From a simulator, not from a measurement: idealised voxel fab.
process module | voxel gate over fins
cross-section cut | 150 nm wide | cells 5 nm
A cross-section is a grid of square cells, given in bands from the top down. A band is one or more rows of cells.
Each band's line starts with the height of the band's top and of its bottom, in nm. Then come its materials from left to right, each with its width in nm. One material with "throughout" fills the band from edge to edge. "air" is empty space.
Height 0 is the level under which the wafer as received is all one material. The lowest band goes on downwards, as in "0 down".
A width such as "30 to 40" changes by the same amount from each row of cells to the next, from the band's top row to its bottom row.
"no change" after a step means that no cell of the cross-section changed.
closed voids: empty space of 8 cells or more with no open way to the top, each as width x height at its distance from the left edge, in nm
after a step's settings: what the simulator itself notes on the step
overlay nm, on a step with a mask: how far to the right of its planned place the mask lay; to the left if negative
plan
1 op RECEIVE | material Si
2 op CONFORMAL_DEP | material SiN | thk nm 10
3 op DIRECTIONAL_DEP | material aC | thk nm 10
4 op PATTERN | tone cover | mask id FINS | material resist | width nm 15 | pitch nm 35 | thk nm 25 | overlay nm 0
5 op DIRECTIONAL_ETCH | etch materials aC | depth nm 10
6 op STRIP | etch materials resist
7 op DIRECTIONAL_ETCH | etch materials SiN | depth nm 10
8 op DIRECTIONAL_ETCH | etch materials Si | depth nm 35
9 op STRIP | etch materials aC
10 op FILL_DEP | material SiO2 | thk nm 10
11 op CMP | height nm 10
12 op SELECTIVE_ETCH | etch materials SiO2 | depth nm 20
13 op STRIP | etch materials SiN
14 op CONFORMAL_DEP | material HfO2 | thk nm 5
15 op CONFORMAL_DEP | material TiN | thk nm 5
16 op FILL_DEP | material W | thk nm 15
17 op CMP | height nm 20
18 op CONFORMAL_DEP | material SiCN | thk nm 5
first wafer, as planned
as received, after step 1
  0 down: Si throughout
  closed voids: none
after step 2
  10 to 0: SiN throughout
  below 0: unchanged
after step 3
  20 to 10: aC throughout
  below 10: unchanged
after step 4
  45 to 20: air 15 | resist 15 | air 20 | resist 15 | air 20 | resist 15 | air 20 | resist 15 | air 15
  below 20: unchanged
after step 5
  35 to 20: air 15 | resist 15 | air 20 | resist 15 | air 20 | resist 15 | air 20 | resist 15 | air 15
  20 to 10: air 15 | aC 15 | air 20 | aC 15 | air 20 | aC 15 | air 20 | aC 15 | air 15
  below 10: unchanged
after step 6
  20 to 10: air 15 | aC 15 | air 20 | aC 15 | air 20 | aC 15 | air 20 | aC 15 | air 15
  below 10: unchanged
after step 7
  20 to 10: air 15 | aC 15 | air 20 | aC 15 | air 20 | aC 15 | air 20 | aC 15 | air 15
  10 to 0: air 15 | SiN 15 | air 20 | SiN 15 | air 20 | SiN 15 | air 20 | SiN 15 | air 15
  below 0: unchanged
after step 8
  20 to 10: air 15 | aC 15 | air 20 | aC 15 | air 20 | aC 15 | air 20 | aC 15 | air 15
  10 to 0: air 15 | SiN 15 | air 20 | SiN 15 | air 20 | SiN 15 | air 20 | SiN 15 | air 15
  0 to -35: air 15 | Si 15 | air 20 | Si 15 | air 20 | Si 15 | air 20 | Si 15 | air 15
  below -35: unchanged
after step 9
  10 to 0: air 15 | SiN 15 | air 20 | SiN 15 | air 20 | SiN 15 | air 20 | SiN 15 | air 15
  below 0: unchanged
after step 10
  20 to 10: SiO2 throughout
  10 to 0: SiO2 15 | SiN 15 | SiO2 20 | SiN 15 | SiO2 20 | SiN 15 | SiO2 20 | SiN 15 | SiO2 15
  0 to -35: SiO2 15 | Si 15 | SiO2 20 | Si 15 | SiO2 20 | Si 15 | SiO2 20 | Si 15 | SiO2 15
  below -35: unchanged
after step 11
  10 to 0: SiO2 15 | SiN 15 | SiO2 20 | SiN 15 | SiO2 20 | SiN 15 | SiO2 20 | SiN 15 | SiO2 15
  below 0: unchanged
after step 12
  10 to 0: air 15 | SiN 15 | air 20 | SiN 15 | air 20 | SiN 15 | air 20 | SiN 15 | air 15
  0 to -10: air 15 | Si 15 | air 20 | Si 15 | air 20 | Si 15 | air 20 | Si 15 | air 15
  below -10: unchanged
after step 13
  0 to -10: air 15 | Si 15 | air 20 | Si 15 | air 20 | Si 15 | air 20 | Si 15 | air 15
  below -10: unchanged
after step 14
  5 to 0: air 10 | HfO2 25 | air 10 | HfO2 25 | air 10 | HfO2 25 | air 10 | HfO2 25 | air 10
  0 to -5: air 10 | HfO2 5 | Si 15 | HfO2 5 | air 10 | HfO2 5 | Si 15 | HfO2 5 | air 10 | HfO2 5 | Si 15 | HfO2 5 | air 10 | HfO2 5 | Si 15 | HfO2 5 | air 10
  -5 to -10: HfO2 15 | Si 15 | HfO2 20 | Si 15 | HfO2 20 | Si 15 | HfO2 20 | Si 15 | HfO2 15
  below -10: unchanged
after step 15
  10 to 5: air 5 | TiN 140 | air 5
  5 to 0: air 5 | TiN 5 | HfO2 25 | TiN 10 | HfO2 25 | TiN 10 | HfO2 25 | TiN 10 | HfO2 25 | TiN 5 | air 5
  0 to -5: TiN 10 | HfO2 5 | Si 15 | HfO2 5 | TiN 10 | HfO2 5 | Si 15 | HfO2 5 | TiN 10 | HfO2 5 | Si 15 | HfO2 5 | TiN 10 | HfO2 5 | Si 15 | HfO2 5 | TiN 10
  below -5: unchanged
after step 16
  25 to 10: W throughout
  10 to 5: W 5 | TiN 140 | W 5
  5 to 0: W 5 | TiN 5 | HfO2 25 | TiN 10 | HfO2 25 | TiN 10 | HfO2 25 | TiN 10 | HfO2 25 | TiN 5 | W 5
  below 0: unchanged
after step 17
  20 to 10: W throughout
  below 10: unchanged
after step 18
  25 to 20: SiCN throughout
  below 20: unchanged
second wafer: like start, like plan, one mistake. Through step 17 it matches the first wafer
when step 18 should have ended
  25 to 20: aC throughout
  below 20: unchanged
what went wrong: step 18 ran as: op CONFORMAL_DEP | material aC | thk nm 5
at the end the second wafer has, in cells: 30 fewer of SiCN | 30 more of aC
